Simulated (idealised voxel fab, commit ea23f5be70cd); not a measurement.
The following is a process module called voxel self aligned contacts.
Cross-section cut spans 290 nm and uses square cells 5 nm in size.
The cross-sections in this document take the form of a grid made of square cells. They are written out as bands, in order from top to bottom. Each band consists of one or more rows of cells. Band entry format. Leading values: height of top, height of bottom, nm. Remainder: materials in left-to-right order, each with its width in nm. Special words: "all across" on a single material, which then fills the band edge to edge; "blank", empty space. Where do heights start? At 0: under that level the wafer as delivered is made of one material only. And the lowest band has no floor; it just carries on downward, as in "0 -> down". Width spec "30->40" -> top row of cells at first value, bottom row at second value, equal per-row change in between. What does "changes: none" mean for a step? It means no cell of the cross-section changed in that step. Entry "Trapped void list" = empty spaces >= 8 cells with no open way to the top; each as width x height at distance, distance from left edge, all nm. If you see something after the settings on a step's line, that's the simulator's own remark about that step. The optional step-line setting "overlay nm" applies to steps with a mask and quantifies how far to the right of its planned location the mask lay, a negative value indicating leftward placement.

Intended process steps
| 1 | RECEIVE: material Si |
| 2 | CONFORMAL_DEP: material SiO2, thk nm 5 |
| 3 | DIRECTIONAL_DEP: material polySi, thk nm 30 |
| 4 | DIRECTIONAL_DEP: material SiN, thk nm 20 |
| 5 | MASKED_ETCH: tone cover, mask id GATE, width nm 15, pitch nm 60, etch materials SiN, depth nm 20, overlay nm 0 |
| 6 | MASKED_ETCH: tone cover, mask id GATE, width nm 25, pitch nm 60, etch materials polySi, depth nm 30, overlay nm 0 |
| 7 | CONFORMAL_DEP: material SiN, thk nm 10 |
| 8 | DIRECTIONAL_ETCH: etch materials SiN, depth nm 10 |
| 9 | FILL_DEP: material SiO2, thk nm 10 |
| 10 | CMP: height nm 60 |
| 11 | DIRECTIONAL_DEP: material aC, thk nm 15 |
| 12 | PATTERN: tone open, mask id CONTACT, material resist, width nm 45, thk nm 35, overlay nm 0 |
| 13 | DIRECTIONAL_ETCH: etch materials aC, depth nm 15 |
| 14 | STRIP: etch materials resist |
| 15 | DIRECTIONAL_ETCH: etch materials SiO2, depth nm 60 |
| 16 | STRIP: etch materials aC |
| 17 | CONFORMAL_DEP: material TiN, thk nm 5 |
| 18 | FILL_DEP: material W, thk nm 5 |
| 19 | CMP: height nm 60 |
| 20 | CONFORMAL_DEP: material SiN, thk nm 5 |
All wafers enter the flow in the same state. The width nm at step 5 differs from wafer to wafer, and the plan gives the value for the first wafer.

As-received cross-section, first of several wafers, post step 1
> 0 -> down | Si all across
> Trapped void list: none

Cross-section, first of several wafers, end of module, after last step 20
> 65 -> 60 | SiN all across
> 60 -> 55 | SiO2 (120)  TiN (15)  W (15)  TiN (15)  SiO2 (125)
> 55 -> 40 | SiO2 (95)  SiN (35)  TiN (5)  W (15)  TiN (5)  SiN (35)  SiO2 (100)
> 40 -> 35 | SiO2 (95)  SiN (35)  TiN (10)  W (5)  TiN (10)  SiN (35)  SiO2 (100)
> 35 -> 5 | SiO2 (90)  SiN (10)  polySi (25)  SiN (10)  TiN (5)  W (5)  TiN (5)  SiN (10)  polySi (25)  SiN (10)  SiO2 (95)
> 5 -> 0 | SiO2 (135)  TiN (15)  SiO2 (140)
> 0 -> down | Si all across
> Trapped void list: none

Cross-section of the final wafer among several, taken at the end of the module
> 65 -> 60 | SiN all across
> 60 -> 55 | SiO2 (120)  TiN (45)  SiO2 (125)
> 55 -> 35 | SiO2 (85)  SiN (120)  SiO2 (85)
> 35 -> 5 | SiO2 (85)  SiN (10)  polySi (40)  SiN (20)  polySi (40)  SiN (10)  SiO2 (85)
> 5 -> 0 | SiO2 all across
> 0 -> down | Si all across
> Trapped void list: none

Here is how to read the rows: every wafer has a row, and it shows the wafer at the end of the module, giving for each material how many cells were gained (+) or lost (-) since the wafer was received, then listing its closed voids
width nm 15 | +162 SiN | +482 SiO2 | +31 TiN | +19 W | +60 polySi | Trapped void list: none
width nm 20 | +170 SiN | +478 SiO2 | +31 TiN | +15 W | +60 polySi | Trapped void list: none
width nm 25 | +178 SiN | +474 SiO2 | +31 TiN | +11 W | +60 polySi | Trapped void list: none
width nm 30 | +186 SiN | +465 SiO2 | +31 TiN | +72 polySi | Trapped void list: none
width nm 35 | +194 SiN | +456 SiO2 | +20 TiN | +84 polySi | Trapped void list: none
width nm 40 | +202 SiN | +447 SiO2 | +9 TiN | +96 polySi | Trapped void list: none
